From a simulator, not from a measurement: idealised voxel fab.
A process module follows: voxel fin reveal.
Displayed cross-section: cut, width of 145 nm, square cells sized 5 nm.
If you're reading a cross-section in this doc, picture square cells in a grid; it comes to you as bands, top ones listed first down to the bottom, and a band can be one or more rows of cells.
The entry gives the band's vertical extent as a top height and a bottom height in nm, then its horizontal make-up as materials from left to right, each with a width in nm. "air" stands for empty space; a single material marked "edge to edge" fills the band edge to edge.
Zero point of the height axis is 0; under it, received wafer = one material. Lowest band: continues down indefinitely, "0 and below".
Quick explanation for "30->40": the width changes in equal steps down the rows of cells, from the first number in the band's top row to the second number in its bottom row.
"no change" means the step left every cell of the cross-section as it was.
Closed empty spaces (no open way to the top) of 8 cells or more are what "Closed void catalog" lists, each as width x height at distance from the left edge, nm for all three.
Where a step's line continues beyond its settings, the continuation is a remark by the simulator itself on that step.
The setting "overlay nm" may be written on the line of a step. When the step uses a mask, the value reports how far to the right of the planned place the mask lay, and a negative value reports that it lay to the left.
**Set out below are the planned steps of the process**
1. RECEIVE, material Si
2. CONFORMAL_DEP, material SiN, thk nm 5
3. PATTERN, tone cover, mask id FINS, material resist, width nm 15, pitch nm 40, thk nm 20, overlay nm 0
4. DIRECTIONAL_ETCH, etch materials SiN, depth nm 10
5. DIRECTIONAL_ETCH, etch materials Si, depth nm 35
6. STRIP, etch materials resist
7. FILL_DEP, material SiO2, thk nm 5
8. CMP, height nm 10
9. SELECTIVE_ETCH, etch materials SiO2, depth nm 20
10. STRIP, etch materials SiN
11. CONFORMAL_DEP, material HfO2, thk nm 5
What sets these wafers apart? The thk nm at step 2. They all start alike, and the plan carries the first wafer's value.
**Cross-section of the first of several wafers as received (after step 1)**
0 and below | Si edge to edge
Closed void catalog: none
**The table below has one row for each wafer; a row shows, as of the end of the module, how many cells of each material the wafer has gained, marked (+), or lost, marked (-), since it was received, and then the wafer's closed voids**
thk nm 5 | +37 HfO2 | -161 Si | +115 SiO2 | Closed void catalog: none
thk nm 10 | +37 HfO2 | -161 Si | +115 SiO2 | Closed void catalog: none
thk nm 15 | +29 HfO2 | Closed void catalog: none
thk nm 20 | +29 HfO2 | Closed void catalog: none
thk nm 25 | +29 HfO2 | Closed void catalog: none
